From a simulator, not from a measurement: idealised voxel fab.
process module | voxel quadruple lines
cross-section cut | 235 nm wide | cells 5 nm
A cross-section is a grid of square cells, given in bands from the top down. A band is one or more rows of cells.
Each band's line starts with the height of the band's top and of its bottom, in nm. Then come its materials from left to right, each with its width in nm. One material with "throughout" fills the band from edge to edge. "air" is empty space.
Height 0 is the level under which the wafer as received is all one material. The lowest band goes on downwards, as in "0 down".
A width such as "30 to 40" changes by the same amount from each row of cells to the next, from the band's top row to its bottom row.
"no change" after a step means that no cell of the cross-section changed.
closed voids: empty space of 8 cells or more with no open way to the top, each as width x height at its distance from the left edge, in nm
after a step's settings: what the simulator itself notes on the step
overlay nm, on a step with a mask: how far to the right of its planned place the mask lay; to the left if negative
plan
1 op RECEIVE | material Si
2 op CONFORMAL_DEP | material SiO2 | thk nm 5
3 op DIRECTIONAL_DEP | material Ru | thk nm 15
4 op DIRECTIONAL_DEP | material polySi | thk nm 15
5 op DIRECTIONAL_DEP | material aC | thk nm 25
6 op PATTERN | tone cover | mask id MANDREL | material resist | width nm 25 | pitch nm 80 | thk nm 35 | overlay nm 0
7 op DIRECTIONAL_ETCH | etch materials aC | depth nm 25
8 op STRIP | etch materials resist
9 op CONFORMAL_DEP | material SiO2 | thk nm 15
10 op DIRECTIONAL_ETCH | etch materials SiO2 | depth nm 15
11 op STRIP | etch materials aC
12 op DIRECTIONAL_ETCH | etch materials polySi | depth nm 15
13 op STRIP | etch materials SiO2
14 op CONFORMAL_DEP | material SiCN | thk nm 5
15 op DIRECTIONAL_ETCH | etch materials SiCN | depth nm 5
16 op STRIP | etch materials polySi
17 op DIRECTIONAL_ETCH | etch materials Ru | depth nm 15
18 op STRIP | etch materials SiCN
as received, after step 1
  0 down: Si throughout
  closed voids: none
a wafer at the end: this start, this plan, one mistake
  15 to 0: air 45 | Ru 5 | air 15 | Ru 5 | air 15 | Ru 5 | air 15 | Ru 5 | air 15 | Ru 5 | air 15 | Ru 5 | air 15 | Ru 5 | air 15 | Ru 5 | air 45
  0 down: Si throughout
  closed voids: none
what went wrong: step 2 was left out
